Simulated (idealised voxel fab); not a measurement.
Process module under the name voxel air gaps
Square cells of 5 nm make up the cross-section cut, whose width is 240 nm.
How to read a cross-section here: the picture is a grid of square cells, written as bands going from the top down, and any band can span one or more rows of cells.
Top, bottom (nm), then materials left to right with widths (nm); lone material tagged "full width" fills the whole band edge to edge; "empty" = empty space.
Basically, 0 is our baseline, since under it the wafer straight out of the box is all one material. The bottom band has no lower end and keeps on going down, so it looks like "from 0 down".
The notation "30 to 40" denotes a width that varies across the rows of cells in the band, beginning at the first number in the top row, finishing at the second number in the bottom row, and changing by an identical amount from each row to the next.
"everything unchanged", as given for a step, is the statement that not any cell of the cross-section underwent a change during that step.
In the "Closed void listing" entry, you get each enclosed empty space of 8 cells or more, one with no open way to the top, written width x height at distance, distance from the left edge, in nm.
Formally, on a step line, whatever follows the settings is a remark that the simulator itself makes on the step.
Among the settings permitted on a step's line is "overlay nm"; applied to a step with a mask, it specifies the extent to which the mask lay to the right of its planned position, whereas a negative figure signifies a position to the left.

The process steps that were planned are listed below:
1) RECEIVE: material Si
2) CONFORMAL_DEP: material SiO2, thk nm 15
3) CONFORMAL_DEP: material SiCN, thk nm 5
4) DIRECTIONAL_DEP: material SiO2, thk nm 30
5) PATTERN: tone open, mask id LINES, material resist, width nm 20, pitch nm 45, thk nm 20, overlay nm 0
6) DIRECTIONAL_ETCH: etch materials SiO2, depth nm 30
7) STRIP: etch materials resist
8) CONFORMAL_DEP: material TiN, thk nm 5
9) FILL_DEP: material W, thk nm 10
10) CMP: height nm 50
11) EPI: material Ru, thk nm 10
12) SELECTIVE_ETCH: etch materials SiO2, depth nm 40
13) CONFORMAL_DEP: material SiCN, thk nm 5

Wafer as received: cross-section following step 1:
- from 0 down: Si full width
- Closed void listing: none

The following cross-section depicts the wafer upon conclusion of the module. Processing commenced from the starting condition illustrated above and adhered to the plan illustrated above, save for one mistake in execution:
- from 55 to 50: empty: 25  SiCN: 185  empty: 30
- from 50 to 40: empty: 25  SiCN: 5  Ru: 40  SiCN: 5  Ru: 40  SiCN: 5  Ru: 40  SiCN: 5  Ru: 40  SiCN: 5  empty: 30
- from 40 to 35: empty: 25  SiCN: 15  TiN: 5  W: 10  TiN: 5  SiCN: 25  TiN: 5  W: 10  TiN: 5  SiCN: 25  TiN: 5  W: 10  TiN: 5  SiCN: 25  TiN: 5  W: 10  TiN: 5  SiCN: 15  empty: 30
- from 35 to 25: empty: 35  SiCN: 5  TiN: 5  W: 10  TiN: 5  SiCN: 5  empty: 15  SiCN: 5  TiN: 5  W: 10  TiN: 5  SiCN: 5  empty: 15  SiCN: 5  TiN: 5  W: 10  TiN: 5  SiCN: 5  empty: 15  SiCN: 5  TiN: 5  W: 10  TiN: 5  SiCN: 5  empty: 40
- from 25 to 20: SiCN: 40  TiN: 20  SiCN: 25  TiN: 20  SiCN: 25  TiN: 20  SiCN: 25  TiN: 20  SiCN: 45
- from 20 to 15: SiCN full width
- from 15 to 0: SiO2 full width
- from 0 down: Si full width
- Closed void listing: none
Deviation from plan: it should be noted that step 10 was executed with settings other than those planned, the operation and settings actually applied being CMP: height nm 40
